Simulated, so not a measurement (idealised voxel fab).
Herein follows the process module entitled voxel ribs on slabs.
Cross-sectional view cut (width: 280 nm; square cell size: 5 nm).
The cross-sections in this document take the form of a grid made of square cells. They are written out as bands, in order from top to bottom. Each band consists of one or more rows of cells. For a band, the entry starts with two heights in nm, that of the top and then that of the bottom, and carries on with the band's materials in order from left to right, each alongside its width in nm; the word "all across" beside a single material means it fills the band edge to edge, and "air" means empty space. It should be noted that heights are counted from 0, beneath which the wafer as supplied is of one material throughout, and that the lowest band possesses no lower boundary but continues downward, as written in "0..down". Read "30->40" as a graded width: first number on top, second number at the bottom, same change between each pair of neighbouring rows. The cross-section has no changed cell in any step marked "nothing different". "Enclosed cavities" - sealed voids, min. 8 cells, no opening to top; format: width x height at distance (distance from left edge; nm throughout). Step line, after settings: the simulator's comment on this step. "overlay nm" denotes, for a step that has a mask, the displacement of the mask to the right of its planned place, with negative values corresponding to the left.

## This section lists the process steps that were planned
1 RECEIVE | material Si
2 DIRECTIONAL_DEP | material SiO2 | thk nm 25
3 DIRECTIONAL_DEP | material SiN | thk nm 25
4 DIRECTIONAL_DEP | material aC | thk nm 15
5 PATTERN | tone cover | mask id RIB | material resist | width nm 30 | thk nm 35 | overlay nm 0
6 DIRECTIONAL_ETCH | etch materials aC | depth nm 15
7 STRIP | etch materials resist
8 DIRECTIONAL_ETCH | etch materials SiN | depth nm 10
9 STRIP | etch materials aC
10 DIRECTIONAL_DEP | material aC | thk nm 10
11 PATTERN | tone cover | mask id SLAB | material resist | width nm 90 | thk nm 25 | overlay nm 0
12 DIRECTIONAL_ETCH | etch materials aC | depth nm 10
13 STRIP | etch materials resist
14 DIRECTIONAL_ETCH | etch materials SiN | depth nm 15
15 STRIP | etch materials aC
16 FILL_DEP | material SiO2 | thk nm 25
17 CMP | height nm 65
18 DIRECTIONAL_DEP | material TiN | thk nm 5
19 DIRECTIONAL_DEP | material aC | thk nm 15
20 PATTERN | tone cover | mask id HEATER | material resist | width nm 40 | thk nm 35 | overlay nm 0
21 DIRECTIONAL_ETCH | etch materials aC | depth nm 15
22 STRIP | etch materials resist
23 DIRECTIONAL_ETCH | etch materials TiN | depth nm 5
24 STRIP | etch materials aC
25 CONFORMAL_DEP | material SiO2 | thk nm 10

## The first wafer of two, processed as planned

## Cross-section of the wafer upon arrival, representing the state reached after step 1
- 0..down: Si all across
- Enclosed cavities: none

## So this is the wafer cross-section right after step 2
- 25..0: SiO2 all across
- Everything under 0 stays put, no change at all.

## So this is the wafer cross-section right after step 3
- 50..25: SiN all across
- Everything under 25 stays put, no change at all.

## So this is the wafer cross-section right after step 4
- 65..50: aC all across
- Everything under 50 stays put, no change at all.

## So this is the wafer cross-section right after step 5
- 100..65: 125 air / 30 resist / 125 air
- Everything under 65 stays put, no change at all.

## So this is the wafer cross-section right after step 6
- 85..65: 125 air / 30 resist / 125 air
- 65..50: 125 air / 30 aC / 125 air
- Everything under 50 stays put, no change at all.

## So this is the wafer cross-section right after step 7
- 65..50: 125 air / 30 aC / 125 air
- Everything under 50 stays put, no change at all.

## So this is the wafer cross-section right after step 8
- 65..50: 125 air / 30 aC / 125 air
- 50..40: 125 air / 30 SiN / 125 air
- Everything under 40 stays put, no change at all.

## So this is the wafer cross-section right after step 9
- 50..40: 125 air / 30 SiN / 125 air
- Everything under 40 stays put, no change at all.

## So this is the wafer cross-section right after step 10
- 60..50: 125 air / 30 aC / 125 air
- 50..40: 125 aC / 30 SiN / 125 aC
- Everything under 40 stays put, no change at all.

## So this is the wafer cross-section right after step 11
- 85..60: 95 air / 90 resist / 95 air
- 60..50: 95 air / 30 resist / 30 aC / 30 resist / 95 air
- Everything under 50 stays put, no change at all.

## So this is the wafer cross-section right after step 12
- 75..60: 95 air / 90 resist / 95 air
- 60..50: 95 air / 30 resist / 30 aC / 30 resist / 95 air
- 50..40: 95 air / 30 aC / 30 SiN / 30 aC / 95 air
- Everything under 40 stays put, no change at all.

## So this is the wafer cross-section right after step 13
- 60..50: 125 air / 30 aC / 125 air
- Everything under 50 stays put, no change at all.

## So this is the wafer cross-section right after step 14
- 60..50: 125 air / 30 aC / 125 air
- 50..40: 95 air / 30 aC / 30 SiN / 30 aC / 95 air
- 40..25: 95 air / 90 SiN / 95 air
- Everything under 25 stays put, no change at all.

## So this is the wafer cross-section right after step 15
- 50..40: 125 air / 30 SiN / 125 air
- Everything under 40 stays put, no change at all.

## So this is the wafer cross-section right after step 16
- 75..50: SiO2 all across
- 50..40: 125 SiO2 / 30 SiN / 125 SiO2
- 40..25: 95 SiO2 / 90 SiN / 95 SiO2
- Everything under 25 stays put, no change at all.

## So this is the wafer cross-section right after step 17
- 65..50: SiO2 all across
- Everything under 50 stays put, no change at all.

## So this is the wafer cross-section right after step 18
- 70..65: TiN all across
- Everything under 65 stays put, no change at all.

## So this is the wafer cross-section right after step 19
- 85..70: aC all across
- Everything under 70 stays put, no change at all.

## So this is the wafer cross-section right after step 20
- 120..85: 120 air / 40 resist / 120 air
- Everything under 85 stays put, no change at all.

## So this is the wafer cross-section right after step 21
- 105..85: 120 air / 40 resist / 120 air
- 85..70: 120 air / 40 aC / 120 air
- Everything under 70 stays put, no change at all.

## So this is the wafer cross-section right after step 22
- 85..70: 120 air / 40 aC / 120 air
- Everything under 70 stays put, no change at all.

## So this is the wafer cross-section right after step 23
- 85..70: 120 air / 40 aC / 120 air
- 70..65: 120 air / 40 TiN / 120 air
- Everything under 65 stays put, no change at all.

## So this is the wafer cross-section right after step 24
- 70..65: 120 air / 40 TiN / 120 air
- Everything under 65 stays put, no change at all.

## So this is the wafer cross-section right after step 25
- 80..75: 110 air / 60 SiO2 / 110 air
- 75..70: SiO2 all across
- 70..65: 120 SiO2 / 40 TiN / 120 SiO2
- Everything under 65 stays put, no change at all.

## Second wafer, same starting state and plan as the first, one mistake in the run, identical through step 24

## Second wafer cross-section, taken as of the time the plan sets for step 25 to be done
- 75..70: 115 air / 50 SiO2 / 115 air
- 70..65: 120 SiO2 / 40 TiN / 120 SiO2
- Everything under 65 stays put, no change at all.
What went wrong in running the wafer? step 25 did not use the planned setting and instead ran as CONFORMAL_DEP | material SiO2 | thk nm 5
Final tally in cells, some materials are higher or lower on the second wafer than on the first: SiO2 -58
